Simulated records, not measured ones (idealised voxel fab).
The following process module bears the name voxel local oxidation.
We display cut, a cross-section 210 nm in width whose square cells are each 5 nm.
Throughout this document, each cross-section is represented as a grid of square cells and is presented as a sequence of bands enumerated from the top downward, where a band comprises one or more rows of cells. Look at the band entry: it leads with the top's height and the bottom's height in nm. Then it lists the materials left to right, with a width in nm for each. The word "all across" on a single material says that material fills the band edge to edge. The word "air" is empty space. Height is counted from the level 0, under which the received wafer is composed throughout of one material. The lowest of the bands is not closed at the bottom but continues downward, in the notation "0..down". Read "30->40" as a graded width: first number on top, second number at the bottom, same change between each pair of neighbouring rows. "nothing was modified" (step): cross-section cells unchanged, all of them. "Enclosed void listing" means: voids of 8 cells or more that are shut off from the top with no open way through. Written width x height at distance, distance from the left edge, in nm. Anything after a step's settings on that line? It's the simulator's own note about the step. overlay nm: right-of-plan distance of the mask on a masked step; negative values mean left-of-plan.

**The following list gives the planned process steps**
1 RECEIVE: material Si
2 OXIDIZE: depth nm 5
3 CONFORMAL_DEP: material SiN, thk nm 10
4 MASKED_ETCH: tone cover, mask id ACTIVE, width nm 130, etch materials SiN, depth nm 10, overlay nm 0
5 SELECTIVE_ETCH: etch materials SiO2, depth nm 5
6 OXIDIZE: depth nm 10
7 STRIP: etch materials SiN

**First wafer out of two, processed as planned**

**Cross-sectional view of the wafer in its as-received condition, corresponding to the state after step 1**
    0..down | Si all across
    Enclosed void listing: none

**The wafer in cross-section once step 2 is complete**
    0..-5 | SiO2 all across
    Whatever lies below -5 is exactly as it was before.

**The wafer in cross-section once step 3 is complete**
    10..0 | SiN all across
    Whatever lies below 0 is exactly as it was before.

**The wafer in cross-section once step 4 is complete**
    10..0 | air: 40  SiN: 130  air: 40
    Whatever lies below 0 is exactly as it was before.

**The wafer in cross-section once step 5 is complete**
    10..0 | air: 40  SiN: 130  air: 40
    0..-5 | air: 45  SiO2: 120  air: 45
    Whatever lies below -5 is exactly as it was before.

**The wafer in cross-section once step 6 is complete**
    10..0 | air: 40  SiN: 130  air: 40
    0..-5 | air: 45  SiO2: 120  air: 45
    -5..-15 | SiO2: 55  Si: 100  SiO2: 55
    Whatever lies below -15 is exactly as it was before.

**The wafer in cross-section once step 7 is complete**
    0..-5 | air: 45  SiO2: 120  air: 45
    Whatever lies below -5 is exactly as it was before.

**Second wafer, same starting conditions and recipe as the first, one mistake in executing it, nothing differs from the first up to and including step 3**

**Second wafer at the planned finish of step 4, seen in cross-section**
    10..0 | air: 35  SiN: 130  air: 45
    Whatever lies below 0 is exactly as it was before.

**Second wafer at the planned finish of step 5, seen in cross-section**
    10..0 | air: 35  SiN: 130  air: 45
    0..-5 | air: 40  SiO2: 120  air: 50
    Whatever lies below -5 is exactly as it was before.

**Second wafer at the planned finish of step 6, seen in cross-section**
    10..0 | air: 35  SiN: 130  air: 45
    0..-5 | air: 40  SiO2: 120  air: 50
    -5..-15 | SiO2: 50  Si: 100  SiO2: 60
    Whatever lies below -15 is exactly as it was before.

**Second wafer at the planned finish of step 7, seen in cross-section**
    0..-5 | air: 40  SiO2: 120  air: 50
    Whatever lies below -5 is exactly as it was before.
Here's what went sideways: step 4 went in with a setting other than planned; the actual run was MASKED_ETCH: tone cover, mask id ACTIVE, width nm 130, etch materials SiN, depth nm 10, overlay nm -5
Cell counts per material: same on both final wafers. Positions: different.
